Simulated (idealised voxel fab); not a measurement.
Process module name: voxel gate over fins
It is cross-section cut that appears here, measuring 275 nm in width, its square cells being 5 nm in size.
Think of the cross-section as a grid of square cells. We describe it in bands, top to bottom, and each band covers one or more rows of those cells. A band entry consists of two parts. The first gives the height of the band's top and the height of its bottom, in nm. The rest lists the band's materials from left to right, each with its width in nm. A single material labelled with the word "all across" fills the band from edge to edge, and the word "blank" marks empty space. Heads up on the height convention: 0 is the point under which the incoming wafer is all one material, and the lowest band has no bottom, it just keeps going down, like "from 0 down". Width spec "30 to 40" -> top row of cells at first value, bottom row at second value, equal per-row change in between. For the purposes of this document, the phrase "changes: none" attached to a step denotes that no cell within the cross-section was modified by that step. So "Unvented cavities" is basically the list of trapped voids: any empty space of 8 cells or more that can't reach the top through an opening. They're written width x height at distance, the distance being from the left edge, and it's all nm. On each step's line, the part that comes after the settings is the simulator's own comment on the step. Among the settings permitted on a step's line is "overlay nm"; applied to a step with a mask, it specifies the extent to which the mask lay to the right of its planned position, whereas a negative figure signifies a position to the left.

List of planned process steps:
step 1: RECEIVE [material Si]
step 2: CONFORMAL_DEP [material SiN] [thk nm 10]
step 3: DIRECTIONAL_DEP [material aC] [thk nm 10]
step 4: PATTERN [tone cover] [mask id FINS] [material resist] [width nm 15] [pitch nm 55] [thk nm 30] [overlay nm 0]
step 5: DIRECTIONAL_ETCH [etch materials aC] [depth nm 10]
step 6: STRIP [etch materials resist]
step 7: DIRECTIONAL_ETCH [etch materials SiN] [depth nm 10]
step 8: DIRECTIONAL_ETCH [etch materials Si] [depth nm 40]
step 9: STRIP [etch materials aC]
step 10: FILL_DEP [material SiO2] [thk nm 10]
step 11: CMP [height nm 10]
step 12: PATTERN [tone open] [mask id RAIL] [material resist] [width nm 15] [thk nm 20] [overlay nm 0]
step 13: DIRECTIONAL_ETCH [etch materials SiO2] [depth nm 45]
step 14: STRIP [etch materials resist]
step 15: CONFORMAL_DEP [material TiN] [thk nm 5]
step 16: FILL_DEP [material W] [thk nm 5]
step 17: CMP [height nm 10]
step 18: SELECTIVE_ETCH [etch materials W Ru TiN] [depth nm 30]
step 19: FILL_DEP [material SiO2] [thk nm 5]
step 20: CMP [height nm 10]
step 21: SELECTIVE_ETCH [etch materials SiO2] [depth nm 25]
step 22: STRIP [etch materials SiN]
step 23: CONFORMAL_DEP [material HfO2] [thk nm 5]
step 24: CONFORMAL_DEP [material TiN] [thk nm 5]
step 25: FILL_DEP [material W] [thk nm 15]
step 26: CMP [height nm 20]
step 27: CONFORMAL_DEP [material SiCN] [thk nm 5]

As-received wafer cross-section (after step 1):
	from 0 down | Si all across
	Unvented cavities: none

Module complete - cross-section of the first of two wafers, run according to plan:
	from 25 to 20 | SiCN all across
	from 20 to 10 | W all across
	from 10 to 5 | W: 65  TiN: 35  W: 20  TiN: 35  W: 20  TiN: 35  W: 65
	from 5 to 0 | W: 65  TiN: 5  HfO2: 25  TiN: 5  W: 20  TiN: 5  HfO2: 25  TiN: 5  W: 20  TiN: 5  HfO2: 25  TiN: 5  W: 65
	from 0 to -5 | W: 65  TiN: 5  HfO2: 5  Si: 15  HfO2: 5  TiN: 5  W: 20  TiN: 5  HfO2: 5  Si: 15  HfO2: 5  TiN: 5  W: 20  TiN: 5  HfO2: 5  Si: 15  HfO2: 5  TiN: 5  W: 65
	from -5 to -10 | TiN: 70  HfO2: 5  Si: 15  HfO2: 5  TiN: 30  HfO2: 5  Si: 15  HfO2: 5  TiN: 30  HfO2: 5  Si: 15  HfO2: 5  TiN: 70
	from -10 to -15 | HfO2: 75  Si: 15  HfO2: 40  Si: 15  HfO2: 40  Si: 15  HfO2: 75
	from -15 to -20 | SiO2: 75  Si: 15  SiO2: 40  Si: 15  SiO2: 40  Si: 15  SiO2: 75
	from -20 to -30 | SiO2: 75  Si: 15  SiO2: 10  TiN: 5  W: 5  TiN: 5  SiO2: 15  Si: 15  SiO2: 40  Si: 15  SiO2: 75
	from -30 to -35 | SiO2: 75  Si: 15  SiO2: 10  TiN: 15  SiO2: 15  Si: 15  SiO2: 40  Si: 15  SiO2: 75
	from -35 to -40 | SiO2: 75  Si: 15  SiO2: 40  Si: 15  SiO2: 40  Si: 15  SiO2: 75
	from -40 down | Si all across
	Unvented cavities: none

Cross-sectional view of the second of two wafers upon completion of the module. This wafer shared its starting condition and process plan with the first; one error was made during its execution:
	from 25 to 20 | SiCN all across
	from 20 to 10 | W all across
	from 10 to 5 | W: 65  TiN: 35  W: 20  TiN: 35  W: 20  TiN: 35  W: 65
	from 5 to 0 | W: 65  TiN: 5  HfO2: 25  TiN: 5  W: 20  TiN: 5  HfO2: 25  TiN: 5  W: 20  TiN: 5  HfO2: 25  TiN: 5  W: 65
	from 0 to -5 | W: 65  TiN: 5  HfO2: 5  Si: 15  HfO2: 5  TiN: 5  W: 20  TiN: 5  HfO2: 5  Si: 15  HfO2: 5  TiN: 5  W: 20  TiN: 5  HfO2: 5  Si: 15  HfO2: 5  TiN: 5  W: 65
	from -5 to -10 | TiN: 70  HfO2: 5  Si: 15  HfO2: 5  TiN: 30  HfO2: 5  Si: 15  HfO2: 5  TiN: 30  HfO2: 5  Si: 15  HfO2: 5  TiN: 70
	from -10 to -15 | HfO2: 75  Si: 15  HfO2: 40  Si: 15  HfO2: 40  Si: 15  HfO2: 75
	from -15 to -20 | SiO2: 75  Si: 15  SiO2: 40  Si: 15  SiO2: 40  Si: 15  SiO2: 75
	from -20 to -30 | W: 70  TiN: 5  Si: 15  TiN: 10  SiO2: 15  TiN: 5  W: 5  TiN: 5  Si: 15  TiN: 5  W: 30  TiN: 5  Si: 15  TiN: 5  W: 70
	from -30 to -35 | TiN: 75  Si: 15  TiN: 10  SiO2: 15  TiN: 15  Si: 15  TiN: 40  Si: 15  TiN: 75
	from -35 to -40 | SiO2: 75  Si: 15  SiO2: 40  Si: 15  SiO2: 40  Si: 15  SiO2: 75
	from -40 down | Si all across
	Unvented cavities: none
In executing the process, a mistake was made relative to the plan: not per plan at step 12, really ran PATTERN [tone cover] [mask id RAIL] [material resist] [width nm 15] [thk nm 20] [overlay nm 0]
It is noted that, at the conclusion of processing, the second wafer exhibits a higher or lower cell count for certain materials relative to the first: 120 fewer of SiO2, 52 more of TiN, 68 more of W
